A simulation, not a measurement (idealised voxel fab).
Process module, titled voxel wiring stack
This is section cut - it's 265 nm across, gridded in 5 nm square cells.
When this document writes out a cross-section, it uses a grid of square cells and lists it as bands, beginning at the top and moving down, with a band standing for one or more rows of cells. Per band: top height and bottom height in nm, followed by the left-to-right materials and their widths in nm; "full width" marks a single material spanning edge to edge, "empty" marks empty space. We count height from 0. Below that, the starting wafer is all one material. The lowest band never ends at the bottom but goes on down; see "from 0 down" for how that is written. The expression "30 to 40" gives the width at the extremes of the band, the first number at its top row of cells and the second at its bottom row, with the width changing by equal amounts from each row to the next in between. Any step labelled "no alteration" changed none of the cells in the cross-section. Reported under the label "Closed void catalog" are the empty spaces having no open way to the top and comprising 8 cells or more; the notation for each is width x height at distance, in which the distance is measured from the left edge and all three values are in nm. after a step's settings: what the simulator itself notes on the step. When a step includes a mask, the "overlay nm" setting on its line states how far to the right of its planned place that mask lay, and negative values state how far to the left.

These are the steps we planned for the process:
1. RECEIVE,material Si
2. CONFORMAL_DEP,material SiO2,thk nm 10
3. DIRECTIONAL_DEP,material TiN,thk nm 5
4. DIRECTIONAL_DEP,material W,thk nm 25
5. PATTERN,tone cover,mask id METAL_1,material resist,width nm 30,pitch nm 55,thk nm 15,overlay nm -15
6. DIRECTIONAL_ETCH,etch materials W,depth nm 25
7. DIRECTIONAL_ETCH,etch materials TiN,depth nm 5
8. STRIP,etch materials resist
9. FILL_DEP,material SiO2,thk nm 10
10. CMP,height nm 40
11. CONFORMAL_DEP,material SiCN,thk nm 5
12. DIRECTIONAL_DEP,material SiO2,thk nm 30
13. PATTERN,tone open,mask id METAL_2_HOLES,material resist,width nm 15,pitch nm 55,thk nm 20,overlay nm 0
14. DIRECTIONAL_ETCH,etch materials SiO2,depth nm 30
15. STRIP,etch materials resist
16. DIRECTIONAL_DEP,material aC,thk nm 15
17. PATTERN,tone open,mask id METAL_2,material resist,width nm 30,pitch nm 55,thk nm 35,overlay nm 0
18. DIRECTIONAL_ETCH,etch materials aC,depth nm 15
19. STRIP,etch materials resist
20. DIRECTIONAL_ETCH,etch materials SiO2,depth nm 20
21. DIRECTIONAL_ETCH,etch materials SiCN,depth nm 5
22. STRIP,etch materials aC
23. CONFORMAL_DEP,material TiN,thk nm 5
24. FILL_DEP,material Ru,thk nm 5
25. CMP,height nm 75
26. CONFORMAL_DEP,material SiCN,thk nm 5
27. DIRECTIONAL_DEP,material lowk,thk nm 10
28. MASKED_ETCH,tone open,mask id PLUG_2,width nm 15,pitch nm 110,etch materials lowk,depth nm 10,overlay nm 0
29. MASKED_ETCH,tone open,mask id PLUG_2,width nm 15,pitch nm 110,etch materials SiCN,depth nm 5,overlay nm 0
30. CONFORMAL_DEP,material TiN,thk nm 5
31. FILL_DEP,material Cu,thk nm 10
32. CMP,height nm 90
33. DIRECTIONAL_DEP,material TiN,thk nm 5
34. DIRECTIONAL_DEP,material Ru,thk nm 25
35. MASKED_ETCH,tone cover,mask id METAL_3,width nm 30,pitch nm 55,etch materials Ru,depth nm 25,overlay nm 0
36. MASKED_ETCH,tone cover,mask id METAL_3,width nm 30,pitch nm 55,etch materials TiN,depth nm 5,overlay nm 0
37. CONFORMAL_DEP,material SiN,thk nm 5
38. FILL_DEP,material lowk,thk nm 5
39. CMP,height nm 120
40. CONFORMAL_DEP,material SiN,thk nm 5
The wafers are alike at the start. At step 5, their overlay nm differs. The plan lists the first wafer's value.

Received condition of the first of several wafers, sectioned: post-step 1:
	from 0 down  Si full width
	Closed void catalog: none

Heads up, this table goes wafer by wafer. A row tells you, at the end of the module, how many cells of each material that wafer has put on (+) or dropped (-) since it was received, and then its closed voids:
overlay nm -15; +4 Cu; +180 Ru; +88 SiCN; +122 SiN; +478 SiO2; +134 TiN; +120 W; +199 lowk; Closed void catalog: none
overlay nm -10; +4 Cu; +180 Ru; +88 SiCN; +122 SiN; +478 SiO2; +134 TiN; +120 W; +199 lowk; Closed void catalog: none
overlay nm -5; +4 Cu; +180 Ru; +88 SiCN; +122 SiN; +478 SiO2; +134 TiN; +120 W; +199 lowk; Closed void catalog: none
overlay nm 0; +4 Cu; +180 Ru; +88 SiCN; +122 SiN; +478 SiO2; +134 TiN; +120 W; +199 lowk; Closed void catalog: none
overlay nm 5; +4 Cu; +180 Ru; +88 SiCN; +122 SiN; +478 SiO2; +134 TiN; +120 W; +199 lowk; Closed void catalog: none
overlay nm 10; +4 Cu; +180 Ru; +88 SiCN; +122 SiN; +478 SiO2; +134 TiN; +120 W; +199 lowk; Closed void catalog: none
overlay nm 15; +4 Cu; +180 Ru; +88 SiCN; +122 SiN; +478 SiO2; +134 TiN; +120 W; +199 lowk; Closed void catalog: none
